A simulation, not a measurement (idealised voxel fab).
Process module, titled voxel self aligned vias
The cross-section shown here is cut; it is 275 nm wide and divided into square cells measuring 5 nm on a side.
When this document writes out a cross-section, it uses a grid of square cells and lists it as bands, beginning at the top and moving down, with a band standing for one or more rows of cells. For a band, the entry starts with two heights in nm, that of the top and then that of the bottom, and carries on with the band's materials in order from left to right, each alongside its width in nm; the word "all across" beside a single material means it fills the band edge to edge, and "empty" means empty space. The level at which height equals 0 is the one under which the wafer, as it arrives, is entirely one material. No lower edge exists for the bottom band, which continues downward and is notated as in "z 0 and below". With a width like "30 to 40", each row of cells in the band differs from the next by the same amount, the top row carrying the first number and the bottom row the second. You'll sometimes find "identical to before" written for a step, and that's the way of saying that nowhere in the cross-section did a cell change during that step. For the entry "Unvented voids", the listed items are empty spaces with no open way to the top whose size is 8 cells or more; each item follows the pattern width x height at distance, where distance is from the left edge and all three are in nm. On each step's line, the part that comes after the settings is the simulator's own comment on the step. overlay nm: right-of-plan distance of the mask on a masked step; negative values mean left-of-plan.

Intended process steps
1) RECEIVE,material Si
2) CONFORMAL_DEP,material SiO2,thk nm 10
3) CONFORMAL_DEP,material SiCN,thk nm 5
4) DIRECTIONAL_DEP,material lowk,thk nm 20
5) DIRECTIONAL_DEP,material aC,thk nm 15
6) PATTERN,tone open,mask id LINES,material resist,width nm 25,pitch nm 60,thk nm 35,overlay nm 0
7) DIRECTIONAL_ETCH,etch materials aC,depth nm 15
8) STRIP,etch materials resist
9) DIRECTIONAL_ETCH,etch materials lowk,depth nm 20
10) STRIP,etch materials aC
11) CONFORMAL_DEP,material TiN,thk nm 5
12) FILL_DEP,material W,thk nm 5
13) CMP,height nm 35
14) SELECTIVE_ETCH,etch materials W Ru TiN,depth nm 5
15) FILL_DEP,material SiN,thk nm 10
16) CMP,height nm 35
17) DIRECTIONAL_DEP,material lowk,thk nm 20
18) PATTERN,tone open,mask id VIAS,material resist,width nm 35,pitch nm 120,thk nm 20,overlay nm 0
19) DIRECTIONAL_ETCH,etch materials lowk,depth nm 20
20) DIRECTIONAL_ETCH,etch materials SiN,depth nm 5
21) STRIP,etch materials resist
22) CONFORMAL_DEP,material TiN,thk nm 5
23) FILL_DEP,material W,thk nm 10
24) CMP,height nm 55
25) CONFORMAL_DEP,material SiCN,thk nm 5

Received-state cross-section, reflecting completion of step 1
- z 0 and below: Si all across
- Unvented voids: none

Cross-section at module end, one run error; start and plan unchanged from above
- z 60 to 55: SiCN all across
- z 55 to 35: lowk 60 nm, then TiN 5 nm, then W 25 nm, then TiN 5 nm, then lowk 85 nm, then TiN 5 nm, then W 25 nm, then TiN 5 nm, then lowk 60 nm
- z 35 to 30: lowk 60 nm, then TiN 35 nm, then lowk 30 nm, then SiN 25 nm, then lowk 30 nm, then TiN 35 nm, then lowk 60 nm
- z 30 to 20: lowk 60 nm, then TiN 10 nm, then W 15 nm, then TiN 10 nm, then lowk 30 nm, then TiN 5 nm, then W 15 nm, then TiN 5 nm, then lowk 30 nm, then TiN 10 nm, then W 15 nm, then TiN 10 nm, then lowk 60 nm
- z 20 to 15: lowk 60 nm, then TiN 35 nm, then lowk 30 nm, then TiN 25 nm, then lowk 30 nm, then TiN 35 nm, then lowk 60 nm
- z 15 to 10: SiCN all across
- z 10 to 0: SiO2 all across
- z 0 and below: Si all across
- Unvented voids: none
In executing the process, a mistake was made relative to the plan: it should be noted that step 19 of the plan was executed twice
